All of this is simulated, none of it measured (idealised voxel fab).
Process module under the name voxel self aligned contacts
The figure presents cross-section cut, which has a width of 265 nm and is divided into square cells with an edge length of 5 nm.
In what follows, cross-sections appear as grids of square cells, described through bands that run from the top down, where every band is one or more rows of cells. Band: top and bottom heights (nm) first, top before bottom; then materials from left to right, widths in nm. "edge to edge" marks a sole material filling the band edge to edge. "air" denotes empty space. All heights in this document are referenced to 0, defined as the level beneath which the wafer, as received, consists entirely of one material. The lowest band is not bounded below; it extends indefinitely downward and is written in the form "0 and below". You'd read "30->40" like this: the band's top row of cells is as wide as the first number, its bottom row is as wide as the second, and going down, every row changes width by the same amount as the row before did. It should be understood that the words "remains unaltered", when stated for a given step, signify that the cross-section underwent no change in any of its cells during that step. "Closed cavity list" lists enclosed empty spaces (at least 8 cells, no open path upward to the top), each as width x height at distance from the left edge, in nm. On each step's line, the part that comes after the settings is the simulator's own comment on the step. "overlay nm" answers the question of how far to the right of plan the mask lay on a step that has a mask, and when it is negative the answer is to the left.

# Below is the list of planned process steps
1,RECEIVE | material Si
2,CONFORMAL_DEP | material SiO2 | thk nm 5
3,DIRECTIONAL_DEP | material polySi | thk nm 20
4,DIRECTIONAL_DEP | material SiN | thk nm 15
5,PATTERN | tone cover | mask id GATE | material resist | width nm 35 | pitch nm 70 | thk nm 15 | overlay nm 0
6,DIRECTIONAL_ETCH | etch materials SiN | depth nm 15
7,DIRECTIONAL_ETCH | etch materials polySi | depth nm 20
8,STRIP | etch materials resist
9,CONFORMAL_DEP | material SiN | thk nm 5
10,DIRECTIONAL_ETCH | etch materials SiN | depth nm 5
11,FILL_DEP | material SiO2 | thk nm 10
12,CMP | height nm 45
13,PATTERN | tone open | mask id CONTACT | material resist | width nm 55 | thk nm 20 | overlay nm 0
14,DIRECTIONAL_ETCH | etch materials SiO2 | depth nm 45
15,STRIP | etch materials resist
16,CONFORMAL_DEP | material TiN | thk nm 5
17,FILL_DEP | material W | thk nm 5
18,CMP | height nm 45
19,CONFORMAL_DEP | material SiCN | thk nm 5

# The first wafer of two, processed as planned

# Wafer at receipt (post step 1), cross-section
* 0 and below: Si edge to edge
* Closed cavity list: none

# Step 2 complete: cross-section through the wafer
* 5 down to 0: SiO2 edge to edge
* Under the height 0 nothing was changed.

# Step 3 complete: cross-section through the wafer
* 25 down to 5: polySi edge to edge
* Under the height 5 nothing was changed.

# Step 4 complete: cross-section through the wafer
* 40 down to 25: SiN edge to edge
* Under the height 25 nothing was changed.

# Step 5 complete: cross-section through the wafer
* 55 down to 40: air 80 nm / resist 35 nm / air 35 nm / resist 35 nm / air 80 nm
* Under the height 40 nothing was changed.

# Step 6 complete: cross-section through the wafer
* 55 down to 40: air 80 nm / resist 35 nm / air 35 nm / resist 35 nm / air 80 nm
* 40 down to 25: air 80 nm / SiN 35 nm / air 35 nm / SiN 35 nm / air 80 nm
* Under the height 25 nothing was changed.

# Step 7 complete: cross-section through the wafer
* 55 down to 40: air 80 nm / resist 35 nm / air 35 nm / resist 35 nm / air 80 nm
* 40 down to 25: air 80 nm / SiN 35 nm / air 35 nm / SiN 35 nm / air 80 nm
* 25 down to 5: air 80 nm / polySi 35 nm / air 35 nm / polySi 35 nm / air 80 nm
* Under the height 5 nothing was changed.

# Step 8 complete: cross-section through the wafer
* 40 down to 25: air 80 nm / SiN 35 nm / air 35 nm / SiN 35 nm / air 80 nm
* Under the height 25 nothing was changed.

# Step 9 complete: cross-section through the wafer
* 45 down to 25: air 75 nm / SiN 45 nm / air 25 nm / SiN 45 nm / air 75 nm
* 25 down to 10: air 75 nm / SiN 5 nm / polySi 35 nm / SiN 5 nm / air 25 nm / SiN 5 nm / polySi 35 nm / SiN 5 nm / air 75 nm
* 10 down to 5: SiN 80 nm / polySi 35 nm / SiN 35 nm / polySi 35 nm / SiN 80 nm
* Under the height 5 nothing was changed.

# Step 10 complete: cross-section through the wafer
* 40 down to 25: air 75 nm / SiN 45 nm / air 25 nm / SiN 45 nm / air 75 nm
* 25 down to 5: air 75 nm / SiN 5 nm / polySi 35 nm / SiN 5 nm / air 25 nm / SiN 5 nm / polySi 35 nm / SiN 5 nm / air 75 nm
* Under the height 5 nothing was changed.

# Step 11 complete: cross-section through the wafer
* 50 down to 40: SiO2 edge to edge
* 40 down to 25: SiO2 75 nm / SiN 45 nm / SiO2 25 nm / SiN 45 nm / SiO2 75 nm
* 25 down to 5: SiO2 75 nm / SiN 5 nm / polySi 35 nm / SiN 5 nm / SiO2 25 nm / SiN 5 nm / polySi 35 nm / SiN 5 nm / SiO2 75 nm
* Under the height 5 nothing was changed.

# Step 12 complete: cross-section through the wafer
* 45 down to 40: SiO2 edge to edge
* Under the height 40 nothing was changed.

# Step 13 complete: cross-section through the wafer
* 65 down to 45: resist 105 nm / air 55 nm / resist 105 nm
* Under the height 45 nothing was changed.

# Step 14 complete: cross-section through the wafer
* 65 down to 45: resist 105 nm / air 55 nm / resist 105 nm
* 45 down to 40: SiO2 105 nm / air 55 nm / SiO2 105 nm
* 40 down to 25: SiO2 75 nm / SiN 45 nm / air 25 nm / SiN 45 nm / SiO2 75 nm
* 25 down to 5: SiO2 75 nm / SiN 5 nm / polySi 35 nm / SiN 5 nm / air 25 nm / SiN 5 nm / polySi 35 nm / SiN 5 nm / SiO2 75 nm
* 5 down to 0: SiO2 120 nm / air 25 nm / SiO2 120 nm
* Under the height 0 nothing was changed.

# Step 15 complete: cross-section through the wafer
* 45 down to 40: SiO2 105 nm / air 55 nm / SiO2 105 nm
* Under the height 40 nothing was changed.

# Step 16 complete: cross-section through the wafer
* 50 down to 45: TiN 110 nm / air 45 nm / TiN 110 nm
* 45 down to 40: SiO2 105 nm / TiN 20 nm / air 15 nm / TiN 20 nm / SiO2 105 nm
* 40 down to 25: SiO2 75 nm / SiN 45 nm / TiN 5 nm / air 15 nm / TiN 5 nm / SiN 45 nm / SiO2 75 nm
* 25 down to 5: SiO2 75 nm / SiN 5 nm / polySi 35 nm / SiN 5 nm / TiN 5 nm / air 15 nm / TiN 5 nm / SiN 5 nm / polySi 35 nm / SiN 5 nm / SiO2 75 nm
* 5 down to 0: SiO2 120 nm / TiN 25 nm / SiO2 120 nm
* Under the height 0 nothing was changed.

# Step 17 complete: cross-section through the wafer
* 55 down to 50: W edge to edge
* 50 down to 45: TiN 110 nm / W 45 nm / TiN 110 nm
* 45 down to 40: SiO2 105 nm / TiN 20 nm / W 15 nm / TiN 20 nm / SiO2 105 nm
* 40 down to 25: SiO2 75 nm / SiN 45 nm / TiN 5 nm / W 15 nm / TiN 5 nm / SiN 45 nm / SiO2 75 nm
* 25 down to 5: SiO2 75 nm / SiN 5 nm / polySi 35 nm / SiN 5 nm / TiN 5 nm / W 15 nm / TiN 5 nm / SiN 5 nm / polySi 35 nm / SiN 5 nm / SiO2 75 nm
* Under the height 5 nothing was changed.

# Step 18 complete: cross-section through the wafer
* 45 down to 40: SiO2 105 nm / TiN 20 nm / W 15 nm / TiN 20 nm / SiO2 105 nm
* Under the height 40 nothing was changed.

# Step 19 complete: cross-section through the wafer
* 50 down to 45: SiCN edge to edge
* Under the height 45 nothing was changed.

# What follows concerns the second wafer, which started out like the first and was meant to follow the very same plan; one mistake crept in when it was run, but everything up to and including step 1 is the same as for the first wafer

# Planned end of step 2: second wafer, cross-section
* 20 down to 0: polySi edge to edge
* Under the height 0 nothing was changed.

# Planned end of step 3: second wafer, cross-section
* 25 down to 20: SiO2 edge to edge
* Under the height 20 nothing was changed.

# Planned end of step 4: second wafer, cross-section
* 40 down to 25: SiN edge to edge
* Under the height 25 nothing was changed.

# Planned end of step 5: second wafer, cross-section
* 55 down to 40: air 80 nm / resist 35 nm / air 35 nm / resist 35 nm / air 80 nm
* Under the height 40 nothing was changed.

# Planned end of step 6: second wafer, cross-section
* 55 down to 40: air 80 nm / resist 35 nm / air 35 nm / resist 35 nm / air 80 nm
* 40 down to 25: air 80 nm / SiN 35 nm / air 35 nm / SiN 35 nm / air 80 nm
* Under the height 25 nothing was changed.

Planned end of step 7: second wafer, cross-section: remains unaltered

# Planned end of step 8: second wafer, cross-section
* 40 down to 25: air 80 nm / SiN 35 nm / air 35 nm / SiN 35 nm / air 80 nm
* Under the height 25 nothing was changed.

# Planned end of step 9: second wafer, cross-section
* 45 down to 30: air 75 nm / SiN 45 nm / air 25 nm / SiN 45 nm / air 75 nm
* 30 down to 25: SiN edge to edge
* Under the height 25 nothing was changed.

# Planned end of step 10: second wafer, cross-section
* 40 down to 25: air 75 nm / SiN 45 nm / air 25 nm / SiN 45 nm / air 75 nm
* Under the height 25 nothing was changed.

# Planned end of step 11: second wafer, cross-section
* 50 down to 40: SiO2 edge to edge
* 40 down to 25: SiO2 75 nm / SiN 45 nm / SiO2 25 nm / SiN 45 nm / SiO2 75 nm
* Under the height 25 nothing was changed.

# Planned end of step 12: second wafer, cross-section
* 45 down to 40: SiO2 edge to edge
* Under the height 40 nothing was changed.

# Planned end of step 13: second wafer, cross-section
* 65 down to 45: resist 105 nm / air 55 nm / resist 105 nm
* Under the height 45 nothing was changed.

# Planned end of step 14: second wafer, cross-section
* 65 down to 45: resist 105 nm / air 55 nm / resist 105 nm
* 45 down to 40: SiO2 105 nm / air 55 nm / SiO2 105 nm
* 40 down to 25: SiO2 75 nm / SiN 45 nm / air 25 nm / SiN 45 nm / SiO2 75 nm
* 25 down to 20: SiO2 120 nm / air 25 nm / SiO2 120 nm
* Under the height 20 nothing was changed.

# Planned end of step 15: second wafer, cross-section
* 45 down to 40: SiO2 105 nm / air 55 nm / SiO2 105 nm
* Under the height 40 nothing was changed.

# Planned end of step 16: second wafer, cross-section
* 50 down to 45: TiN 110 nm / air 45 nm / TiN 110 nm
* 45 down to 40: SiO2 105 nm / TiN 20 nm / air 15 nm / TiN 20 nm / SiO2 105 nm
* 40 down to 25: SiO2 75 nm / SiN 45 nm / TiN 5 nm / air 15 nm / TiN 5 nm / SiN 45 nm / SiO2 75 nm
* 25 down to 20: SiO2 120 nm / TiN 25 nm / SiO2 120 nm
* Under the height 20 nothing was changed.

# Planned end of step 17: second wafer, cross-section
* 55 down to 50: W edge to edge
* 50 down to 45: TiN 110 nm / W 45 nm / TiN 110 nm
* 45 down to 40: SiO2 105 nm / TiN 20 nm / W 15 nm / TiN 20 nm / SiO2 105 nm
* 40 down to 25: SiO2 75 nm / SiN 45 nm / TiN 5 nm / W 15 nm / TiN 5 nm / SiN 45 nm / SiO2 75 nm
* Under the height 25 nothing was changed.

# Planned end of step 18: second wafer, cross-section
* 45 down to 40: SiO2 105 nm / TiN 20 nm / W 15 nm / TiN 20 nm / SiO2 105 nm
* Under the height 40 nothing was changed.

# Planned end of step 19: second wafer, cross-section
* 50 down to 45: SiCN edge to edge
* Under the height 45 nothing was changed.
Heads up, the wafer didn't run the way we planned it: note: step 2 <-> step 3, run order reversed vs plan
The closing comparison, in cells, has the second wafer with more or fewer of some materials than the first: -16 SiN, -120 SiO2, -8 TiN, -12 W, +156 polySi
